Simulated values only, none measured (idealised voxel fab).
The document below concerns the process module designated voxel capacitor over wiring.
For reference, the cross-section in this document is cut, with width 260 nm and square cells of 5 nm.
When this document writes out a cross-section, it uses a grid of square cells and lists it as bands, beginning at the top and moving down, with a band standing for one or more rows of cells. Heights first: top, then bottom, in nm. Then materials, left to right, each with a width in nm. "throughout" on a single material: fills the band edge to edge. "empty": empty space. Ref level 0: as-received wafer is one material below here. Bottom band extends down with no lower bound ("z 0 and below"). Note: "30..40" means the width goes from the first number (top row of the band) to the second number (bottom row) in equal steps per row of cells. Given "identical to before" for a step, no cell of the cross-section differs between before and after that step. Each empty space that has no open way to the top and spans at least 8 cells appears under "Entrapped voids" as width x height at distance, the distance counted from the left edge, all in nm. Where a step's line continues beyond its settings, the continuation is a remark by the simulator itself on that step. If you see "overlay nm" on a step's line and that step has a mask, it's telling you how far right of where it was planned the mask ended up; a negative number means it went left instead.

Process steps (planned):
1) RECEIVE,material Si
2) CONFORMAL_DEP,material SiO2,thk nm 10
3) CONFORMAL_DEP,material SiN,thk nm 5
4) DIRECTIONAL_DEP,material lowk,thk nm 25
5) DIRECTIONAL_DEP,material aC,thk nm 15
6) PATTERN,tone open,mask id METAL_1,material resist,width nm 20,pitch nm 80,thk nm 30,overlay nm 0
7) DIRECTIONAL_ETCH,etch materials aC,depth nm 15
8) STRIP,etch materials resist
9) DIRECTIONAL_ETCH,etch materials lowk,depth nm 25
10) DIRECTIONAL_ETCH,etch materials SiN,depth nm 5
11) STRIP,etch materials aC
12) CONFORMAL_DEP,material TiN,thk nm 5
13) FILL_DEP,material Cu,thk nm 5
14) CMP,height nm 40
15) CONFORMAL_DEP,material SiCN,thk nm 5
16) DIRECTIONAL_DEP,material SiO2,thk nm 20
17) PATTERN,tone open,mask id PLUG_1,material resist,width nm 15,thk nm 20,overlay nm 0
18) DIRECTIONAL_ETCH,etch materials SiO2,depth nm 20
19) DIRECTIONAL_ETCH,etch materials SiCN,depth nm 5
20) STRIP,etch materials resist
21) EPI,material Ru,thk nm 10
22) EPI,material Ru,thk nm 10
23) EPI,material Ru,thk nm 5
24) DIRECTIONAL_DEP,material TiN,thk nm 5
25) DIRECTIONAL_DEP,material Al2O3,thk nm 5
26) DIRECTIONAL_DEP,material TiN,thk nm 5
27) PATTERN,tone cover,mask id UPPER_PLATE,material resist,width nm 65,thk nm 20,overlay nm 0
28) DIRECTIONAL_ETCH,etch materials TiN,depth nm 5
29) DIRECTIONAL_ETCH,etch materials Al2O3,depth nm 5
30) STRIP,etch materials resist
31) DIRECTIONAL_DEP,material aC,thk nm 10
32) PATTERN,tone cover,mask id LOWER_PLATE,material resist,width nm 75,thk nm 25,overlay nm 0
33) DIRECTIONAL_ETCH,etch materials aC,depth nm 10
34) STRIP,etch materials resist
35) DIRECTIONAL_ETCH,etch materials TiN,depth nm 5
36) STRIP,etch materials aC
37) FILL_DEP,material SiO2,thk nm 20
38) CMP,height nm 95
39) DIRECTIONAL_DEP,material aC,thk nm 15
40) PATTERN,tone open,mask id PLUG_2,material resist,width nm 15,thk nm 30,overlay nm 0
41) DIRECTIONAL_ETCH,etch materials aC,depth nm 15
42) STRIP,etch materials resist
43) DIRECTIONAL_ETCH,etch materials SiO2,depth nm 15
44) STRIP,etch materials aC
45) CONFORMAL_DEP,material TiN,thk nm 5
46) FILL_DEP,material Cu,thk nm 10
47) CMP,height nm 95
48) CONFORMAL_DEP,material SiN,thk nm 5

As-received state of the wafer in cross-section, equivalent to post-step 1:
    z 0 and below | Si throughout
    Entrapped voids: none

Cross-section at module end, one run error; start and plan unchanged from above:
    z 100 to 95 | SiN throughout
    z 95 to 90 | 95 of SiO2, then 5 of TiN, then 50 of Al2O3, then 110 of SiO2
    z 90 to 85 | 80 of SiO2, then 5 of TiN, then 10 of SiO2, then 60 of TiN, then 105 of SiO2
    z 85 to 75 | 95..85 of SiO2, then 5..15 of TiN, then 160 of SiO2
    z 75 to 70 | 85 of SiO2, then 15 of Al2O3, then 160 of SiO2
    z 70 to 65 | 85 of SiO2, then 15 of TiN, then 160 of SiO2
    z 65 to 45 | SiO2 throughout
    z 45 to 40 | SiCN throughout
    z 40 to 15 | 80 of lowk, then 5 of TiN, then 10 of Cu, then 5 of TiN, then 60 of lowk, then 5 of TiN, then 10 of Cu, then 5 of TiN, then 80 of lowk
    z 15 to 10 | 80 of SiN, then 20 of TiN, then 60 of SiN, then 20 of TiN, then 80 of SiN
    z 10 to 0 | SiO2 throughout
    z 0 and below | Si throughout
    Entrapped voids: none
Run error: the plan had its step 16 run twice
